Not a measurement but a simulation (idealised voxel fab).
Process module, titled voxel wiring stack
This is section cut - it's 220 nm across, gridded in 5 nm square cells.
When this document writes out a cross-section, it uses a grid of square cells and lists it as bands, beginning at the top and moving down, with a band standing for one or more rows of cells.
Read a band's entry like this: the first values are the height of its top and the height of its bottom in nm, and what follows is the sequence of materials from left to right, each with its width in nm. Note that "blank" is empty space, and that a single material marked "throughout" reaches across the band from edge to edge.
Heights are expressed relative to 0, this being the level below which the as-received wafer comprises one material exclusively. The lowest band is unbounded in the downward direction and is denoted as in "0..down".
A width given as "30->40" starts at the first number in the band's top row and ends at the second number in its bottom row, shifting by an equal amount at every step from row to row.
Given "everything unchanged" for a step, no cell of the cross-section differs between before and after that step.
"Closed voids list" means: voids of 8 cells or more that are shut off from the top with no open way through. Written width x height at distance, distance from the left edge, in nm.
It should be noted that, on the line of a given step, the content following the step's settings is a remark produced by the simulator itself with respect to that step.
Regarding "overlay nm": on a step with a mask, it is the distance the mask lay to the right of its planned place; a negative value places it to the left.
**Process steps - plan**
1) op RECEIVE | material Si
2) op CONFORMAL_DEP | material SiO2 | thk nm 15
3) op CONFORMAL_DEP | material SiN | thk nm 5
4) op DIRECTIONAL_DEP | material SiO2 | thk nm 25
5) op DIRECTIONAL_DEP | material aC | thk nm 15
6) op PATTERN | tone open | mask id METAL_1 | material resist | width nm 30 | pitch nm 50 | thk nm 35 | overlay nm 0
7) op DIRECTIONAL_ETCH | etch materials aC | depth nm 15
8) op STRIP | etch materials resist
9) op DIRECTIONAL_ETCH | etch materials SiO2 | depth nm 25
10) op DIRECTIONAL_ETCH | etch materials SiN | depth nm 5
11) op STRIP | etch materials aC
12) op CONFORMAL_DEP | material TiN | thk nm 5
13) op FILL_DEP | material W | thk nm 5
14) op CMP | height nm 45
15) op EPI | material Ru | thk nm 5
16) op FILL_DEP | material SiCN | thk nm 5
17) op DIRECTIONAL_DEP | material lowk | thk nm 35
18) op MASKED_ETCH | tone open | mask id METAL_2 | width nm 30 | pitch nm 50 | etch materials lowk | depth nm 20 | overlay nm 0
19) op MASKED_ETCH | tone open | mask id METAL_2_HOLES | width nm 15 | pitch nm 50 | etch materials lowk | depth nm 15 | overlay nm 0
20) op MASKED_ETCH | tone open | mask id METAL_2_HOLES | width nm 15 | pitch nm 50 | etch materials SiCN | depth nm 5 | overlay nm 0
21) op CONFORMAL_DEP | material TiN | thk nm 5
22) op FILL_DEP | material Cu | thk nm 10
23) op CMP | height nm 90
24) op CONFORMAL_DEP | material SiCN | thk nm 5
**Cross-sectional view of the wafer in its as-received condition, corresponding to the state after step 1**
    0..down | Si throughout
    Closed voids list: none
**First of two wafers: cross-section at end of module, run per plan**
    95..90 | SiCN throughout
    90..75 | lowk (20), then TiN (5), then Cu (20), then TiN (5), then lowk (20), then TiN (5), then Cu (20), then TiN (5), then lowk (20), then TiN (5), then Cu (20), then TiN (5), then lowk (20), then TiN (5), then Cu (20), then TiN (5), then lowk (20)
    75..70 | lowk (20), then TiN (5), then Cu (5), then TiN (20), then lowk (20), then TiN (5), then Cu (5), then TiN (20), then lowk (20), then TiN (5), then Cu (5), then TiN (20), then lowk (20), then TiN (5), then Cu (5), then TiN (20), then lowk (20)
    70..55 | lowk (20), then TiN (5), then Cu (5), then TiN (5), then lowk (35), then TiN (5), then Cu (5), then TiN (5), then lowk (35), then TiN (5), then Cu (5), then TiN (5), then lowk (35), then TiN (5), then Cu (5), then TiN (5), then lowk (35)
    55..50 | SiCN (20), then TiN (15), then SiCN (35), then TiN (15), then SiCN (35), then TiN (15), then SiCN (35), then TiN (15), then SiCN (35)
    50..45 | SiCN (15), then Ru (40), then SiCN (10), then Ru (40), then SiCN (10), then Ru (40), then SiCN (10), then Ru (40), then SiCN (15)
    45..20 | SiO2 (20), then TiN (5), then W (20), then TiN (5), then SiO2 (20), then TiN (5), then W (20), then TiN (5), then SiO2 (20), then TiN (5), then W (20), then TiN (5), then SiO2 (20), then TiN (5), then W (20), then TiN (5), then SiO2 (20)
    20..15 | SiN (20), then TiN (30), then SiN (20), then TiN (30), then SiN (20), then TiN (30), then SiN (20), then TiN (30), then SiN (20)
    15..0 | SiO2 throughout
    0..down | Si throughout
    Closed voids list: none
**End of module, second wafer, cross-section. Started like the first, planned like the first, run with one mistake**
    95..90 | SiCN throughout
    90..80 | Cu throughout
    80..75 | TiN (25), then Cu (20), then TiN (30), then Cu (20), then TiN (30), then Cu (20), then TiN (30), then Cu (20), then TiN (25)
    75..70 | lowk (20), then TiN (20), then Cu (5), then TiN (5), then lowk (20), then TiN (20), then Cu (5), then TiN (5), then lowk (20), then TiN (20), then Cu (5), then TiN (5), then lowk (20), then TiN (20), then Cu (5), then TiN (5), then lowk (20)
    70..60 | lowk (35), then TiN (5), then Cu (5), then TiN (5), then lowk (35), then TiN (5), then Cu (5), then TiN (5), then lowk (35), then TiN (5), then Cu (5), then TiN (5), then lowk (35), then TiN (5), then Cu (5), then TiN (5), then lowk (20)
    60..55 | lowk (35), then TiN (15), then lowk (35), then TiN (15), then lowk (35), then TiN (15), then lowk (35), then TiN (15), then lowk (20)
    55..50 | SiCN throughout
    50..45 | SiCN (15), then Ru (40), then SiCN (10), then Ru (40), then SiCN (10), then Ru (40), then SiCN (10), then Ru (40), then SiCN (15)
    45..20 | SiO2 (20), then TiN (5), then W (20), then TiN (5), then SiO2 (20), then TiN (5), then W (20), then TiN (5), then SiO2 (20), then TiN (5), then W (20), then TiN (5), then SiO2 (20), then TiN (5), then W (20), then TiN (5), then SiO2 (20)
    20..15 | SiN (20), then TiN (30), then SiN (20), then TiN (30), then SiN (20), then TiN (30), then SiN (20), then TiN (30), then SiN (20)
    15..0 | SiO2 throughout
    0..down | Si throughout
    Closed voids list: none
Nonconformance to the process plan: step 19: run off-plan, actual operation and settings op MASKED_ETCH | tone cover | mask id METAL_2_HOLES | width nm 15 | pitch nm 50 | etch materials lowk | depth nm 15 | overlay nm 0
In the final state, the cell counts of the second wafer exceed or fall short of those of the first for the following materials: 52 more of Cu; 12 more of SiCN; 4 fewer of TiN; 60 fewer of lowk
